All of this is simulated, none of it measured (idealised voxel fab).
process module | voxel local oxidation
cross-section cut | 210 nm wide | cells 5 nm
A cross-section is a grid of square cells, given in bands from the top down. A band is one or more rows of cells.
Each band's line starts with the height of the band's top and of its bottom, in nm. Then come its materials from left to right, each with its width in nm. One material with "throughout" fills the band from edge to edge. "air" is empty space.
Height 0 is the level under which the wafer as received is all one material. The lowest band goes on downwards, as in "0 down".
A width such as "30 to 40" changes by the same amount from each row of cells to the next, from the band's top row to its bottom row.
"no change" after a step means that no cell of the cross-section changed.
closed voids: empty space of 8 cells or more with no open way to the top, each as width x height at its distance from the left edge, in nm
after a step's settings: what the simulator itself notes on the step
overlay nm, on a step with a mask: how far to the right of its planned place the mask lay; to the left if negative
plan
1 op RECEIVE | material Si
2 op OXIDIZE | depth nm 5
3 op CONFORMAL_DEP | material SiN | thk nm 15
4 op MASKED_ETCH | tone cover | mask id ACTIVE | width nm 95 | etch materials SiN | depth nm 15 | overlay nm 0
5 op SELECTIVE_ETCH | etch materials SiO2 | depth nm 5
6 op OXIDIZE | depth nm 15
7 op STRIP | etch materials SiN
first wafer, as planned
as received, after step 1
  0 down: Si throughout
  closed voids: none
after step 2
  0 to -5: SiO2 throughout
  below -5: unchanged
after step 3
  15 to 0: SiN throughout
  below 0: unchanged
after step 4
  15 to 0: air 55 | SiN 95 | air 60
  below 0: unchanged
after step 5
  15 to 0: air 55 | SiN 95 | air 60
  0 to -5: air 60 | SiO2 85 | air 65
  below -5: unchanged
after step 6
  15 to 0: air 55 | SiN 95 | air 60
  0 to -5: air 60 | SiO2 85 | air 65
  -5 to -20: SiO2 75 | Si 55 | SiO2 80
  below -20: unchanged
after step 7
  0 to -5: air 60 | SiO2 85 | air 65
  below -5: unchanged
second wafer: like start, like plan, one mistake. Through step 3 it matches the first wafer
when step 4 should have ended
  15 to 0: SiN 55 | air 95 | SiN 60
  below 0: unchanged
when step 5 should have ended
  15 to 0: SiN 55 | air 95 | SiN 60
  0 to -5: SiO2 50 | air 105 | SiO2 55
  below -5: unchanged
when step 6 should have ended
  15 to 0: SiN 55 | air 95 | SiN 60
  0 to -5: SiO2 50 | air 105 | SiO2 55
  -5 to -20: Si 35 | SiO2 135 | Si 40
  below -20: unchanged
when step 7 should have ended
  0 to -5: SiO2 50 | air 105 | SiO2 55
  below -5: unchanged
what went wrong: step 4 ran as: op MASKED_ETCH | tone open | mask id ACTIVE | width nm 95 | etch materials SiN | depth nm 15 | overlay nm 0
at the end the second wafer has, in cells: 12 more of Si | 8 fewer of SiO2
